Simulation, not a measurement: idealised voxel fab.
The process module that follows is named voxel double patterning.
The cross-section on display is named cut; it measures 175 nm wide, and its cells are 5 nm squares.
In what follows, cross-sections appear as grids of square cells, described through bands that run from the top down, where every band is one or more rows of cells. Heads up on the band format: heights come first, top then bottom, in nm. After that it's the materials left to right, each with its width in nm. A single material flagged "everywhere" fills the whole band edge to edge, and "empty" means there's empty space there. All heights in this document are referenced to 0, defined as the level beneath which the wafer, as received, consists entirely of one material. The lowest band is not bounded below; it extends indefinitely downward and is written in the form "0..down". A width given as "30->40" starts at the first number in the band's top row and ends at the second number in its bottom row, shifting by an equal amount at every step from row to row. For the purposes of this document, the phrase "no change" attached to a step denotes that no cell within the cross-section was modified by that step. Empty spaces without an open route to the top, at least 8 cells in extent, make up the entry "Sealed-off cavities"; each is given as width x height at distance, where the distance is measured from the left edge, and all are in nm. Step line, after settings: the simulator's comment on this step. overlay nm: where the mask lay relative to plan, measured to the right, on steps with a mask; negatives go left.
# This section lists the process steps that were planned
1: RECEIVE, material Si
2: CONFORMAL_DEP, material SiN, thk nm 5
3: DIRECTIONAL_DEP, material SiO2, thk nm 20
4: DIRECTIONAL_DEP, material SiCN, thk nm 5
5: DIRECTIONAL_DEP, material aC, thk nm 15
6: PATTERN, tone open, mask id FIRST, material resist, width nm 15, pitch nm 50, thk nm 30, overlay nm 0
7: DIRECTIONAL_ETCH, etch materials aC, depth nm 15
8: STRIP, etch materials resist
9: DIRECTIONAL_ETCH, etch materials SiCN, depth nm 5
10: STRIP, etch materials aC
11: DIRECTIONAL_DEP, material aC, thk nm 10
12: PATTERN, tone open, mask id SECOND, material resist, width nm 15, thk nm 30, overlay nm 0
13: DIRECTIONAL_ETCH, etch materials aC, depth nm 10
14: STRIP, etch materials resist
15: DIRECTIONAL_ETCH, etch materials SiCN, depth nm 5
16: STRIP, etch materials aC
17: DIRECTIONAL_ETCH, etch materials SiO2, depth nm 20
18: STRIP, etch materials SiCN
# Of two wafers, the first: run according to plan
# Shown in cross-section is the wafer as received, that is, as it stands after step 1
- 0..down | Si everywhere
- Sealed-off cavities: none
# Once step 2 is through, the wafer looks like this in cross-section
- 5..0 | SiN everywhere
- Whatever lies below 0 is exactly as it was before.
# Once step 3 is through, the wafer looks like this in cross-section
- 25..5 | SiO2 everywhere
- Whatever lies below 5 is exactly as it was before.
# Once step 4 is through, the wafer looks like this in cross-section
- 30..25 | SiCN everywhere
- Whatever lies below 25 is exactly as it was before.
# Once step 5 is through, the wafer looks like this in cross-section
- 45..30 | aC everywhere
- Whatever lies below 30 is exactly as it was before.
# Once step 6 is through, the wafer looks like this in cross-section
- 75..45 | 55 resist; 15 empty; 35 resist; 15 empty; 55 resist
- Whatever lies below 45 is exactly as it was before.
# Once step 7 is through, the wafer looks like this in cross-section
- 60..45 | 55 resist; 15 empty; 35 resist; 15 empty; 55 resist
- 45..30 | 55 aC; 15 empty; 35 aC; 15 empty; 55 aC
- Whatever lies below 30 is exactly as it was before.
# Once step 8 is through, the wafer looks like this in cross-section
- 45..30 | 55 aC; 15 empty; 35 aC; 15 empty; 55 aC
- Whatever lies below 30 is exactly as it was before.
# Once step 9 is through, the wafer looks like this in cross-section
- 45..30 | 55 aC; 15 empty; 35 aC; 15 empty; 55 aC
- 30..25 | 55 SiCN; 15 empty; 35 SiCN; 15 empty; 55 SiCN
- Whatever lies below 25 is exactly as it was before.
# Once step 10 is through, the wafer looks like this in cross-section
- 30..25 | 55 SiCN; 15 empty; 35 SiCN; 15 empty; 55 SiCN
- Whatever lies below 25 is exactly as it was before.
# Once step 11 is through, the wafer looks like this in cross-section
- 40..35 | 55 aC; 15 empty; 35 aC; 15 empty; 55 aC
- 35..30 | aC everywhere
- 30..25 | 55 SiCN; 15 aC; 35 SiCN; 15 aC; 55 SiCN
- Whatever lies below 25 is exactly as it was before.
# Once step 12 is through, the wafer looks like this in cross-section
- 70..40 | 80 resist; 15 empty; 80 resist
- 40..35 | 55 aC; 15 resist; 35 aC; 15 resist; 55 aC
- Whatever lies below 35 is exactly as it was before.
# Once step 13 is through, the wafer looks like this in cross-section
- 60..40 | 80 resist; 15 empty; 80 resist
- 40..35 | 55 aC; 15 resist; 10 aC; 15 empty; 10 aC; 15 resist; 55 aC
- 35..30 | 80 aC; 15 empty; 80 aC
- Whatever lies below 30 is exactly as it was before.
# Once step 14 is through, the wafer looks like this in cross-section
- 40..35 | 55 aC; 15 empty; 10 aC; 15 empty; 10 aC; 15 empty; 55 aC
- Whatever lies below 35 is exactly as it was before.
# Once step 15 is through, the wafer looks like this in cross-section
- 40..35 | 55 aC; 15 empty; 10 aC; 15 empty; 10 aC; 15 empty; 55 aC
- 35..30 | 80 aC; 15 empty; 80 aC
- 30..25 | 55 SiCN; 15 aC; 10 SiCN; 15 empty; 10 SiCN; 15 aC; 55 SiCN
- Whatever lies below 25 is exactly as it was before.
# Once step 16 is through, the wafer looks like this in cross-section
- 30..25 | 55 SiCN; 15 empty; 10 SiCN; 15 empty; 10 SiCN; 15 empty; 55 SiCN
- Whatever lies below 25 is exactly as it was before.
# Once step 17 is through, the wafer looks like this in cross-section
- 30..25 | 55 SiCN; 15 empty; 10 SiCN; 15 empty; 10 SiCN; 15 empty; 55 SiCN
- 25..5 | 55 SiO2; 15 empty; 10 SiO2; 15 empty; 10 SiO2; 15 empty; 55 SiO2
- Whatever lies below 5 is exactly as it was before.
# Once step 18 is through, the wafer looks like this in cross-section
- 25..5 | 55 SiO2; 15 empty; 10 SiO2; 15 empty; 10 SiO2; 15 empty; 55 SiO2
- Whatever lies below 5 is exactly as it was before.
# Now the other wafer: same start, same recipe, but we messed up one thing when running it. Up to and including step 5 it's the same as the first one
# Second wafer cross-section, taken as of the time the plan sets for step 6 to be done
- 75..45 | 55 empty; 15 resist; 35 empty; 15 resist; 55 empty
- Whatever lies below 45 is exactly as it was before.
# Second wafer cross-section, taken as of the time the plan sets for step 7 to be done
- 60..45 | 55 empty; 15 resist; 35 empty; 15 resist; 55 empty
- 45..30 | 55 empty; 15 aC; 35 empty; 15 aC; 55 empty
- Whatever lies below 30 is exactly as it was before.
# Second wafer cross-section, taken as of the time the plan sets for step 8 to be done
- 45..30 | 55 empty; 15 aC; 35 empty; 15 aC; 55 empty
- Whatever lies below 30 is exactly as it was before.
# Second wafer cross-section, taken as of the time the plan sets for step 9 to be done
- 45..30 | 55 empty; 15 aC; 35 empty; 15 aC; 55 empty
- 30..25 | 55 empty; 15 SiCN; 35 empty; 15 SiCN; 55 empty
- Whatever lies below 25 is exactly as it was before.
# Second wafer cross-section, taken as of the time the plan sets for step 10 to be done
- 30..25 | 55 empty; 15 SiCN; 35 empty; 15 SiCN; 55 empty
- Whatever lies below 25 is exactly as it was before.
# Second wafer cross-section, taken as of the time the plan sets for step 11 to be done
- 40..35 | 55 empty; 15 aC; 35 empty; 15 aC; 55 empty
- 35..30 | aC everywhere
- 30..25 | 55 aC; 15 SiCN; 35 aC; 15 SiCN; 55 aC
- Whatever lies below 25 is exactly as it was before.
# Second wafer cross-section, taken as of the time the plan sets for step 12 to be done
- 70..40 | 80 resist; 15 empty; 80 resist
- 40..35 | 55 resist; 15 aC; 10 resist; 15 empty; 10 resist; 15 aC; 55 resist
- Whatever lies below 35 is exactly as it was before.
# Second wafer cross-section, taken as of the time the plan sets for step 13 to be done
- 60..40 | 80 resist; 15 empty; 80 resist
- 40..35 | 55 resist; 15 aC; 10 resist; 15 empty; 10 resist; 15 aC; 55 resist
- 35..30 | 80 aC; 15 empty; 80 aC
- 30..25 | 55 aC; 15 SiCN; 10 aC; 15 empty; 10 aC; 15 SiCN; 55 aC
- Whatever lies below 25 is exactly as it was before.
# Second wafer cross-section, taken as of the time the plan sets for step 14 to be done
- 40..35 | 55 empty; 15 aC; 35 empty; 15 aC; 55 empty
- Whatever lies below 35 is exactly as it was before.
Second wafer cross-section, taken as of the time the plan sets for step 15 to be done: no change
# Second wafer cross-section, taken as of the time the plan sets for step 16 to be done
- 30..25 | 55 empty; 15 SiCN; 35 empty; 15 SiCN; 55 empty
- Whatever lies below 25 is exactly as it was before.
# Second wafer cross-section, taken as of the time the plan sets for step 17 to be done
- 30..25 | 55 empty; 15 SiCN; 35 empty; 15 SiCN; 55 empty
- 25..5 | 55 empty; 15 SiO2; 35 empty; 15 SiO2; 55 empty
- Whatever lies below 5 is exactly as it was before.
# Second wafer cross-section, taken as of the time the plan sets for step 18 to be done
- 25..5 | 55 empty; 15 SiO2; 35 empty; 15 SiO2; 55 empty
- Whatever lies below 5 is exactly as it was before.
Deviation noted in wafer processing: step 6 was not run as planned; what actually ran was PATTERN, tone cover, mask id FIRST, material resist, width nm 15, pitch nm 50, thk nm 30, overlay nm 0
Count the cells at the end and the second wafer has more or fewer of some materials than the first: 80 fewer of SiO2
